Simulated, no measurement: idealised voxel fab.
Herein follows the process module entitled voxel capacitor over wiring.
The cross-section shown here is cut; it is 195 nm wide and divided into square cells measuring 5 nm on a side.
Cross-section format: a grid of square cells, given as bands from top to bottom; each band is one or more rows of cells.
For a band, the entry starts with two heights in nm, that of the top and then that of the bottom, and carries on with the band's materials in order from left to right, each alongside its width in nm; the word "full width" beside a single material means it fills the band edge to edge, and "air" means empty space.
Zero point of the height axis is 0; under it, received wafer = one material. Lowest band: continues down indefinitely, "0 and below".
Width spec "30 to 40" -> top row of cells at first value, bottom row at second value, equal per-row change in between.
"nothing got changed" means the step left every cell of the cross-section as it was.
The entry titled "Sealed-off cavities" provides the empty spaces that have no open way to the top, restricted to those of 8 cells or more. Each is presented as width x height at distance, the distance being measured from the left edge, with all three in nm.
Heads up: the bit after the settings on a step's line is the simulator's remark on that step.
You can add "overlay nm" to a step's line. For a step with a mask, it describes how far the mask lay to the right of its planned position, and a negative number describes a lay to the left.

**Planned step list for the process**
1) RECEIVE, material Si
2) CONFORMAL_DEP, material SiO2, thk nm 10
3) CONFORMAL_DEP, material SiCN, thk nm 5
4) DIRECTIONAL_DEP, material lowk, thk nm 15
5) PATTERN, tone open, mask id METAL_1, material resist, width nm 25, pitch nm 80, thk nm 15, overlay nm 0
6) DIRECTIONAL_ETCH, etch materials lowk, depth nm 15
7) DIRECTIONAL_ETCH, etch materials SiCN, depth nm 5
8) STRIP, etch materials resist
9) CONFORMAL_DEP, material TiN, thk nm 5
10) FILL_DEP, material Cu, thk nm 10
11) CMP, height nm 30
12) EPI, material Ru, thk nm 5
13) FILL_DEP, material SiCN, thk nm 5
14) DIRECTIONAL_DEP, material lowk, thk nm 10
15) MASKED_ETCH, tone open, mask id PLUG_1, width nm 15, etch materials lowk, depth nm 10, overlay nm 0
16) MASKED_ETCH, tone open, mask id PLUG_1, width nm 15, etch materials SiCN, depth nm 5, overlay nm 0
17) EPI, material Ru, thk nm 10
18) EPI, material Ru, thk nm 5
19) DIRECTIONAL_DEP, material TiN, thk nm 10
20) DIRECTIONAL_DEP, material SiN, thk nm 5
21) DIRECTIONAL_DEP, material TiN, thk nm 10
22) DIRECTIONAL_DEP, material aC, thk nm 10
23) PATTERN, tone cover, mask id UPPER_PLATE, material resist, width nm 60, thk nm 30, overlay nm 0
24) DIRECTIONAL_ETCH, etch materials aC, depth nm 10
25) STRIP, etch materials resist
26) DIRECTIONAL_ETCH, etch materials TiN, depth nm 10
27) DIRECTIONAL_ETCH, etch materials SiN, depth nm 5
28) STRIP, etch materials aC
29) MASKED_ETCH, tone cover, mask id LOWER_PLATE, width nm 70, etch materials TiN, depth nm 10, overlay nm 0
30) FILL_DEP, material SiO2, thk nm 15
31) CMP, height nm 85
32) PATTERN, tone open, mask id PLUG_2, material resist, width nm 15, thk nm 20, overlay nm 0
33) DIRECTIONAL_ETCH, etch materials SiO2, depth nm 10
34) STRIP, etch materials resist
35) CONFORMAL_DEP, material TiN, thk nm 5
36) FILL_DEP, material Cu, thk nm 5
37) CMP, height nm 85
38) CONFORMAL_DEP, material SiCN, thk nm 5

**On the first of the two wafers: run conducted according to plan**

**as received, after step 1**
> 0 and below | Si full width
> Sealed-off cavities: none

**Sectional view: wafer, after step 2**
> 10 down to 0 | SiO2 full width
> Below a height of 0, the structure has not been altered.

**Sectional view: wafer, after step 3**
> 15 down to 10 | SiCN full width
> Below a height of 10, the structure has not been altered.

**Sectional view: wafer, after step 4**
> 30 down to 15 | lowk full width
> Below a height of 15, the structure has not been altered.

**Sectional view: wafer, after step 5**
> 45 down to 30 | resist (45); air (25); resist (55); air (25); resist (45)
> Below a height of 30, the structure has not been altered.

**Sectional view: wafer, after step 6**
> 45 down to 30 | resist (45); air (25); resist (55); air (25); resist (45)
> 30 down to 15 | lowk (45); air (25); lowk (55); air (25); lowk (45)
> Below a height of 15, the structure has not been altered.

**Sectional view: wafer, after step 7**
> 45 down to 30 | resist (45); air (25); resist (55); air (25); resist (45)
> 30 down to 15 | lowk (45); air (25); lowk (55); air (25); lowk (45)
> 15 down to 10 | SiCN (45); air (25); SiCN (55); air (25); SiCN (45)
> Below a height of 10, the structure has not been altered.

**Sectional view: wafer, after step 8**
> 30 down to 15 | lowk (45); air (25); lowk (55); air (25); lowk (45)
> Below a height of 15, the structure has not been altered.

**Sectional view: wafer, after step 9**
> 35 down to 30 | TiN (50); air (15); TiN (65); air (15); TiN (50)
> 30 down to 15 | lowk (45); TiN (5); air (15); TiN (5); lowk (55); TiN (5); air (15); TiN (5); lowk (45)
> 15 down to 10 | SiCN (45); TiN (25); SiCN (55); TiN (25); SiCN (45)
> Below a height of 10, the structure has not been altered.

**Sectional view: wafer, after step 10**
> 45 down to 35 | Cu full width
> 35 down to 30 | TiN (50); Cu (15); TiN (65); Cu (15); TiN (50)
> 30 down to 15 | lowk (45); TiN (5); Cu (15); TiN (5); lowk (55); TiN (5); Cu (15); TiN (5); lowk (45)
> Below a height of 15, the structure has not been altered.

**Sectional view: wafer, after step 11**
> 30 down to 15 | lowk (45); TiN (5); Cu (15); TiN (5); lowk (55); TiN (5); Cu (15); TiN (5); lowk (45)
> Below a height of 15, the structure has not been altered.

**Sectional view: wafer, after step 12**
> 35 down to 30 | air (40); Ru (35); air (45); Ru (35); air (40)
> Below a height of 30, the structure has not been altered.

**Sectional view: wafer, after step 13**
> 40 down to 35 | SiCN full width
> 35 down to 30 | SiCN (40); Ru (35); SiCN (45); Ru (35); SiCN (40)
> Below a height of 30, the structure has not been altered.

**Sectional view: wafer, after step 14**
> 50 down to 40 | lowk full width
> Below a height of 40, the structure has not been altered.

**Sectional view: wafer, after step 15**
> 50 down to 40 | lowk (55); air (15); lowk (125)
> Below a height of 40, the structure has not been altered.

**Sectional view: wafer, after step 16**
> 50 down to 40 | lowk (55); air (15); lowk (125)
> 40 down to 35 | SiCN (55); air (15); SiCN (125)
> Below a height of 35, the structure has not been altered.

**Sectional view: wafer, after step 17**
> 50 down to 45 | lowk (55); air (15); lowk (125)
> 45 down to 40 | lowk (55); Ru (15); lowk (125)
> 40 down to 35 | SiCN (55); Ru (15); SiCN (125)
> Below a height of 35, the structure has not been altered.

**Sectional view: wafer, after step 18**
> 50 down to 40 | lowk (55); Ru (15); lowk (125)
> Below a height of 40, the structure has not been altered.

**Sectional view: wafer, after step 19**
> 60 down to 50 | TiN full width
> Below a height of 50, the structure has not been altered.

**Sectional view: wafer, after step 20**
> 65 down to 60 | SiN full width
> Below a height of 60, the structure has not been altered.

**Sectional view: wafer, after step 21**
> 75 down to 65 | TiN full width
> Below a height of 65, the structure has not been altered.

**Sectional view: wafer, after step 22**
> 85 down to 75 | aC full width
> Below a height of 75, the structure has not been altered.

**Sectional view: wafer, after step 23**
> 115 down to 85 | air (55); resist (60); air (80)
> Below a height of 85, the structure has not been altered.

**Sectional view: wafer, after step 24**
> 105 down to 85 | air (55); resist (60); air (80)
> 85 down to 75 | air (55); aC (60); air (80)
> Below a height of 75, the structure has not been altered.

**Sectional view: wafer, after step 25**
> 85 down to 75 | air (55); aC (60); air (80)
> Below a height of 75, the structure has not been altered.

**Sectional view: wafer, after step 26**
> 85 down to 75 | air (55); aC (60); air (80)
> 75 down to 65 | air (55); TiN (60); air (80)
> Below a height of 65, the structure has not been altered.

**Sectional view: wafer, after step 27**
> 85 down to 75 | air (55); aC (60); air (80)
> 75 down to 65 | air (55); TiN (60); air (80)
> 65 down to 60 | air (55); SiN (60); air (80)
> Below a height of 60, the structure has not been altered.

**Sectional view: wafer, after step 28**
> 75 down to 65 | air (55); TiN (60); air (80)
> Below a height of 65, the structure has not been altered.

**Sectional view: wafer, after step 29**
> 75 down to 65 | air (55); TiN (60); air (80)
> 65 down to 60 | air (55); SiN (60); air (80)
> 60 down to 50 | air (50); TiN (70); air (75)
> Below a height of 50, the structure has not been altered.

**Sectional view: wafer, after step 30**
> 90 down to 75 | SiO2 full width
> 75 down to 65 | SiO2 (55); TiN (60); SiO2 (80)
> 65 down to 60 | SiO2 (55); SiN (60); SiO2 (80)
> 60 down to 50 | SiO2 (50); TiN (70); SiO2 (75)
> Below a height of 50, the structure has not been altered.

**Sectional view: wafer, after step 31**
> 85 down to 75 | SiO2 full width
> Below a height of 75, the structure has not been altered.

**Sectional view: wafer, after step 32**
> 105 down to 85 | resist (65); air (15); resist (115)
> Below a height of 85, the structure has not been altered.

**Sectional view: wafer, after step 33**
> 105 down to 85 | resist (65); air (15); resist (115)
> 85 down to 75 | SiO2 (65); air (15); SiO2 (115)
> Below a height of 75, the structure has not been altered.

**Sectional view: wafer, after step 34**
> 85 down to 75 | SiO2 (65); air (15); SiO2 (115)
> Below a height of 75, the structure has not been altered.

**Sectional view: wafer, after step 35**
> 90 down to 85 | TiN (70); air (5); TiN (120)
> 85 down to 80 | SiO2 (65); TiN (5); air (5); TiN (5); SiO2 (115)
> 80 down to 75 | SiO2 (65); TiN (15); SiO2 (115)
> Below a height of 75, the structure has not been altered.

**Sectional view: wafer, after step 36**
> 95 down to 90 | Cu full width
> 90 down to 85 | TiN (70); Cu (5); TiN (120)
> 85 down to 80 | SiO2 (65); TiN (5); Cu (5); TiN (5); SiO2 (115)
> Below a height of 80, the structure has not been altered.

**Sectional view: wafer, after step 37**
> 85 down to 80 | SiO2 (65); TiN (5); Cu (5); TiN (5); SiO2 (115)
> Below a height of 80, the structure has not been altered.

**Sectional view: wafer, after step 38**
> 90 down to 85 | SiCN full width
> Below a height of 85, the structure has not been altered.

**Second of two: same start, same plan, one run error; steps up to and including 1 match the first**

**Here is the second wafer in cross-section at the point where step 2 of the plan should have been done**
> 10 down to 0 | SiN full width
> Below a height of 0, the structure has not been altered.

**Here is the second wafer in cross-section at the point where step 3 of the plan should have been done**
> 15 down to 10 | SiCN full width
> Below a height of 10, the structure has not been altered.

**Here is the second wafer in cross-section at the point where step 4 of the plan should have been done**
> 30 down to 15 | lowk full width
> Below a height of 15, the structure has not been altered.

**Here is the second wafer in cross-section at the point where step 5 of the plan should have been done**
> 45 down to 30 | resist (45); air (25); resist (55); air (25); resist (45)
> Below a height of 30, the structure has not been altered.

**Here is the second wafer in cross-section at the point where step 6 of the plan should have been done**
> 45 down to 30 | resist (45); air (25); resist (55); air (25); resist (45)
> 30 down to 15 | lowk (45); air (25); lowk (55); air (25); lowk (45)
> Below a height of 15, the structure has not been altered.

**Here is the second wafer in cross-section at the point where step 7 of the plan should have been done**
> 45 down to 30 | resist (45); air (25); resist (55); air (25); resist (45)
> 30 down to 15 | lowk (45); air (25); lowk (55); air (25); lowk (45)
> 15 down to 10 | SiCN (45); air (25); SiCN (55); air (25); SiCN (45)
> Below a height of 10, the structure has not been altered.

**Here is the second wafer in cross-section at the point where step 8 of the plan should have been done**
> 30 down to 15 | lowk (45); air (25); lowk (55); air (25); lowk (45)
> Below a height of 15, the structure has not been altered.

**Here is the second wafer in cross-section at the point where step 9 of the plan should have been done**
> 35 down to 30 | TiN (50); air (15); TiN (65); air (15); TiN (50)
> 30 down to 15 | lowk (45); TiN (5); air (15); TiN (5); lowk (55); TiN (5); air (15); TiN (5); lowk (45)
> 15 down to 10 | SiCN (45); TiN (25); SiCN (55); TiN (25); SiCN (45)
> Below a height of 10, the structure has not been altered.

**Here is the second wafer in cross-section at the point where step 10 of the plan should have been done**
> 45 down to 35 | Cu full width
> 35 down to 30 | TiN (50); Cu (15); TiN (65); Cu (15); TiN (50)
> 30 down to 15 | lowk (45); TiN (5); Cu (15); TiN (5); lowk (55); TiN (5); Cu (15); TiN (5); lowk (45)
> Below a height of 15, the structure has not been altered.

**Here is the second wafer in cross-section at the point where step 11 of the plan should have been done**
> 30 down to 15 | lowk (45); TiN (5); Cu (15); TiN (5); lowk (55); TiN (5); Cu (15); TiN (5); lowk (45)
> Below a height of 15, the structure has not been altered.

**Here is the second wafer in cross-section at the point where step 12 of the plan should have been done**
> 35 down to 30 | air (40); Ru (35); air (45); Ru (35); air (40)
> Below a height of 30, the structure has not been altered.

**Here is the second wafer in cross-section at the point where step 13 of the plan should have been done**
> 40 down to 35 | SiCN full width
> 35 down to 30 | SiCN (40); Ru (35); SiCN (45); Ru (35); SiCN (40)
> Below a height of 30, the structure has not been altered.

**Here is the second wafer in cross-section at the point where step 14 of the plan should have been done**
> 50 down to 40 | lowk full width
> Below a height of 40, the structure has not been altered.

**Here is the second wafer in cross-section at the point where step 15 of the plan should have been done**
> 50 down to 40 | lowk (55); air (15); lowk (125)
> Below a height of 40, the structure has not been altered.

**Here is the second wafer in cross-section at the point where step 16 of the plan should have been done**
> 50 down to 40 | lowk (55); air (15); lowk (125)
> 40 down to 35 | SiCN (55); air (15); SiCN (125)
> Below a height of 35, the structure has not been altered.

**Here is the second wafer in cross-section at the point where step 17 of the plan should have been done**
> 50 down to 45 | lowk (55); air (15); lowk (125)
> 45 down to 40 | lowk (55); Ru (15); lowk (125)
> 40 down to 35 | SiCN (55); Ru (15); SiCN (125)
> Below a height of 35, the structure has not been altered.

**Here is the second wafer in cross-section at the point where step 18 of the plan should have been done**
> 50 down to 40 | lowk (55); Ru (15); lowk (125)
> Below a height of 40, the structure has not been altered.

**Here is the second wafer in cross-section at the point where step 19 of the plan should have been done**
> 60 down to 50 | TiN full width
> Below a height of 50, the structure has not been altered.

**Here is the second wafer in cross-section at the point where step 20 of the plan should have been done**
> 65 down to 60 | SiN full width
> Below a height of 60, the structure has not been altered.

**Here is the second wafer in cross-section at the point where step 21 of the plan should have been done**
> 75 down to 65 | TiN full width
> Below a height of 65, the structure has not been altered.

**Here is the second wafer in cross-section at the point where step 22 of the plan should have been done**
> 85 down to 75 | aC full width
> Below a height of 75, the structure has not been altered.

**Here is the second wafer in cross-section at the point where step 23 of the plan should have been done**
> 115 down to 85 | air (55); resist (60); air (80)
> Below a height of 85, the structure has not been altered.

**Here is the second wafer in cross-section at the point where step 24 of the plan should have been done**
> 105 down to 85 | air (55); resist (60); air (80)
> 85 down to 75 | air (55); aC (60); air (80)
> Below a height of 75, the structure has not been altered.

**Here is the second wafer in cross-section at the point where step 25 of the plan should have been done**
> 85 down to 75 | air (55); aC (60); air (80)
> Below a height of 75, the structure has not been altered.

**Here is the second wafer in cross-section at the point where step 26 of the plan should have been done**
> 85 down to 75 | air (55); aC (60); air (80)
> 75 down to 65 | air (55); TiN (60); air (80)
> Below a height of 65, the structure has not been altered.

**Here is the second wafer in cross-section at the point where step 27 of the plan should have been done**
> 85 down to 75 | air (55); aC (60); air (80)
> 75 down to 65 | air (55); TiN (60); air (80)
> 65 down to 60 | air (55); SiN (60); air (80)
> Below a height of 60, the structure has not been altered.

**Here is the second wafer in cross-section at the point where step 28 of the plan should have been done**
> 75 down to 65 | air (55); TiN (60); air (80)
> Below a height of 65, the structure has not been altered.

**Here is the second wafer in cross-section at the point where step 29 of the plan should have been done**
> 75 down to 65 | air (55); TiN (60); air (80)
> 65 down to 60 | air (55); SiN (60); air (80)
> 60 down to 50 | air (50); TiN (70); air (75)
> Below a height of 50, the structure has not been altered.

**Here is the second wafer in cross-section at the point where step 30 of the plan should have been done**
> 90 down to 75 | SiO2 full width
> 75 down to 65 | SiO2 (55); TiN (60); SiO2 (80)
> 65 down to 60 | SiO2 (55); SiN (60); SiO2 (80)
> 60 down to 50 | SiO2 (50); TiN (70); SiO2 (75)
> Below a height of 50, the structure has not been altered.

**Here is the second wafer in cross-section at the point where step 31 of the plan should have been done**
> 85 down to 75 | SiO2 full width
> Below a height of 75, the structure has not been altered.

**Here is the second wafer in cross-section at the point where step 32 of the plan should have been done**
> 105 down to 85 | resist (65); air (15); resist (115)
> Below a height of 85, the structure has not been altered.

**Here is the second wafer in cross-section at the point where step 33 of the plan should have been done**
> 105 down to 85 | resist (65); air (15); resist (115)
> 85 down to 75 | SiO2 (65); air (15); SiO2 (115)
> Below a height of 75, the structure has not been altered.

**Here is the second wafer in cross-section at the point where step 34 of the plan should have been done**
> 85 down to 75 | SiO2 (65); air (15); SiO2 (115)
> Below a height of 75, the structure has not been altered.

**Here is the second wafer in cross-section at the point where step 35 of the plan should have been done**
> 90 down to 85 | TiN (70); air (5); TiN (120)
> 85 down to 80 | SiO2 (65); TiN (5); air (5); TiN (5); SiO2 (115)
> 80 down to 75 | SiO2 (65); TiN (15); SiO2 (115)
> Below a height of 75, the structure has not been altered.

**Here is the second wafer in cross-section at the point where step 36 of the plan should have been done**
> 95 down to 90 | Cu full width
> 90 down to 85 | TiN (70); Cu (5); TiN (120)
> 85 down to 80 | SiO2 (65); TiN (5); Cu (5); TiN (5); SiO2 (115)
> Below a height of 80, the structure has not been altered.

**Here is the second wafer in cross-section at the point where step 37 of the plan should have been done**
> 85 down to 80 | SiO2 (65); TiN (5); Cu (5); TiN (5); SiO2 (115)
> Below a height of 80, the structure has not been altered.

**Here is the second wafer in cross-section at the point where step 38 of the plan should have been done**
> 90 down to 85 | SiCN full width
> Below a height of 85, the structure has not been altered.
Processing error: step 2 off recipe, ran as CONFORMAL_DEP, material SiN, thk nm 10
Bottom line after processing is that, in cells, the second wafer is up or down on some materials versus the first: +78 SiN; -78 SiO2
